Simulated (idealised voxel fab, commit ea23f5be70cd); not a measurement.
process module | voxel gate over fins
cross-section cut | 280 nm wide | cells 5 nm
A cross-section is a grid of square cells, given in bands from the top down. A band is one or more rows of cells.
Each band's line starts with the height of the band's top and of its bottom, in nm. Then come its materials from left to right, each with its width in nm. One material with "throughout" fills the band from edge to edge. "air" is empty space.
Height 0 is the level under which the wafer as received is all one material. The lowest band goes on downwards, as in "0 down".
A width such as "30 to 40" changes by the same amount from each row of cells to the next, from the band's top row to its bottom row.
"no change" after a step means that no cell of the cross-section changed.
closed voids: empty space of 8 cells or more with no open way to the top, each as width x height at its distance from the left edge, in nm
after a step's settings: what the simulator itself notes on the step
overlay nm, on a step with a mask: how far to the right of its planned place the mask lay; to the left if negative
plan
1 op RECEIVE | material Si
2 op CONFORMAL_DEP | material SiN | thk nm 5
3 op PATTERN | tone cover | mask id FINS | material resist | width nm 15 | pitch nm 45 | thk nm 20 | overlay nm 0
4 op DIRECTIONAL_ETCH | etch materials SiN | depth nm 5
5 op DIRECTIONAL_ETCH | etch materials Si | depth nm 35
6 op STRIP | etch materials resist
7 op FILL_DEP | material SiO2 | thk nm 15
8 op CMP | height nm 5
9 op SELECTIVE_ETCH | etch materials SiO2 | depth nm 20
10 op STRIP | etch materials SiN
11 op CONFORMAL_DEP | material HfO2 | thk nm 5
12 op CONFORMAL_DEP | material TiN | thk nm 5
13 op CONFORMAL_DEP | material TiAl | thk nm 5
14 op CONFORMAL_DEP | material TiN | thk nm 5
15 op FILL_DEP | material W | thk nm 10
16 op CMP | height nm 25
17 op CONFORMAL_DEP | material SiN | thk nm 10
as received, after step 1
  0 down: Si throughout
  closed voids: none
first wafer at the end, as planned
  35 to 25: SiN throughout
  25 to 20: W throughout
  20 to 15: W 90 | TiN 100 | W 90
  15 to 10: W 90 | TiN 5 | TiAl 90 | TiN 5 | W 90
  10 to 5: W 90 | TiN 5 | TiAl 5 | TiN 35 | TiAl 10 | TiN 35 | TiAl 5 | TiN 5 | W 90
  5 to 0: TiN 95 | TiAl 5 | TiN 5 | HfO2 25 | TiN 5 | TiAl 10 | TiN 5 | HfO2 25 | TiN 5 | TiAl 5 | TiN 95
  0 to -5: TiAl 100 | TiN 5 | HfO2 5 | Si 15 | HfO2 5 | TiN 5 | TiAl 10 | TiN 5 | HfO2 5 | Si 15 | HfO2 5 | TiN 5 | TiAl 100
  -5 to -10: TiN 105 | HfO2 5 | Si 15 | HfO2 5 | TiN 20 | HfO2 5 | Si 15 | HfO2 5 | TiN 105
  -10 to -15: HfO2 110 | Si 15 | HfO2 30 | Si 15 | HfO2 110
  -15 to -35: SiO2 110 | Si 15 | SiO2 30 | Si 15 | SiO2 110
  -35 down: Si throughout
  closed voids: none
second wafer at the end: like start, like plan, one mistake
  35 to 25: SiN throughout
  25 to 20: W throughout
  20 to 15: W 85 | TiN 100 | W 95
  15 to 10: W 85 | TiN 5 | TiAl 90 | TiN 5 | W 95
  10 to 5: W 85 | TiN 5 | TiAl 5 | TiN 35 | TiAl 10 | TiN 35 | TiAl 5 | TiN 5 | W 95
  5 to 0: TiN 90 | TiAl 5 | TiN 5 | HfO2 25 | TiN 5 | TiAl 10 | TiN 5 | HfO2 25 | TiN 5 | TiAl 5 | TiN 100
  0 to -5: TiAl 95 | TiN 5 | HfO2 5 | Si 15 | HfO2 5 | TiN 5 | TiAl 10 | TiN 5 | HfO2 5 | Si 15 | HfO2 5 | TiN 5 | TiAl 105
  -5 to -10: TiN 100 | HfO2 5 | Si 15 | HfO2 5 | TiN 20 | HfO2 5 | Si 15 | HfO2 5 | TiN 110
  -10 to -15: HfO2 105 | Si 15 | HfO2 30 | Si 15 | HfO2 115
  -15 to -35: SiO2 105 | Si 15 | SiO2 30 | Si 15 | SiO2 115
  -35 down: Si throughout
  closed voids: none
what went wrong: step 3 ran as: op PATTERN | tone cover | mask id FINS | material resist | width nm 15 | pitch nm 45 | thk nm 20 | overlay nm -5
at the end the second wafer has, in cells: as many of each material as the first, in other places
